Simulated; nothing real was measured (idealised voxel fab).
Proc. module: voxel self aligned vias
In the cross-section labelled cut, the width is 295 nm and each square cell is 5 nm.
For the purposes of this document, a cross-section shall be understood as a grid of square cells, specified as bands listed in top-to-bottom order, each band consisting of one or more rows of cells.
For a band, the entry starts with two heights in nm, that of the top and then that of the bottom, and carries on with the band's materials in order from left to right, each alongside its width in nm; the word "throughout" beside a single material means it fills the band edge to edge, and "blank" means empty space.
Height datum 0, below which the as-received substrate wafer is one material. Lowest band open at the bottom, running downward: "top 0, no bottom".
The expression "30..40" gives the width at the extremes of the band, the first number at its top row of cells and the second at its bottom row, with the width changing by equal amounts from each row to the next in between.
"changes: none" (step): cross-section cells unchanged, all of them.
Heads up: "Fully sealed cavities" only lists the empty pockets with no open path to the top that are 8 cells or more, and it writes them as width x height at distance, distance from the left edge, in nm.
Heads up: the bit after the settings on a step's line is the simulator's remark on that step.
The line of a step may include "overlay nm". On a step with a mask, this value is how far to the right of its planned place the mask lay. A negative value means the mask lay to the left.
Listed below are the process steps as planned
1) RECEIVE,material Si
2) CONFORMAL_DEP,material SiO2,thk nm 10
3) CONFORMAL_DEP,material SiCN,thk nm 5
4) DIRECTIONAL_DEP,material SiO2,thk nm 20
5) MASKED_ETCH,tone open,mask id LINES,width nm 25,pitch nm 55,etch materials SiO2,depth nm 20,overlay nm 0
6) CONFORMAL_DEP,material TiN,thk nm 5
7) FILL_DEP,material Ru,thk nm 5
8) CMP,height nm 35
9) SELECTIVE_ETCH,etch materials W Ru TiN,depth nm 5
10) FILL_DEP,material SiN,thk nm 10
11) CMP,height nm 35
12) DIRECTIONAL_DEP,material SiO2,thk nm 15
13) DIRECTIONAL_DEP,material aC,thk nm 15
14) PATTERN,tone open,mask id VIAS,material resist,width nm 35,pitch nm 55,thk nm 35,overlay nm 0
15) DIRECTIONAL_ETCH,etch materials aC,depth nm 15
16) STRIP,etch materials resist
17) DIRECTIONAL_ETCH,etch materials SiO2,depth nm 15
18) DIRECTIONAL_ETCH,etch materials SiN,depth nm 5
19) STRIP,etch materials aC
20) CONFORMAL_DEP,material TiN,thk nm 5
21) FILL_DEP,material Ru,thk nm 10
22) CMP,height nm 50
23) CONFORMAL_DEP,material SiN,thk nm 5
Wafer at receipt (post step 1), cross-section
- top 0, no bottom | Si throughout
- Fully sealed cavities: none
End-of-module cross-section. Starting structure and process plan as above; one mistake made in running it
- top 55, bottom 50 | SiN throughout
- top 50, bottom 40 | 100 of SiO2; 5 of SiN; 25 of Ru; 5 of SiN; 20 of SiO2; 5 of SiN; 25 of Ru; 5 of SiN; 105 of SiO2
- top 40, bottom 35 | 100 of SiO2; 10 of SiN; 15 of Ru; 10 of SiN; 20 of SiO2; 10 of SiN; 15 of Ru; 10 of SiN; 105 of SiO2
- top 35, bottom 30 | 105 of SiO2; 25 of SiN; 30 of SiO2; 25 of SiN; 110 of SiO2
- top 30, bottom 20 | 105 of SiO2; 5 of TiN; 15 of Ru; 5 of TiN; 30 of SiO2; 5 of TiN; 15 of Ru; 5 of TiN; 110 of SiO2
- top 20, bottom 15 | 105 of SiO2; 25 of TiN; 30 of SiO2; 25 of TiN; 110 of SiO2
- top 15, bottom 10 | SiCN throughout
- top 10, bottom 0 | SiO2 throughout
- top 0, no bottom | Si throughout
- Fully sealed cavities: none
Short version of what went wrong: step 20 was processed under conditions differing from the plan, specifically as CONFORMAL_DEP,material SiN,thk nm 5
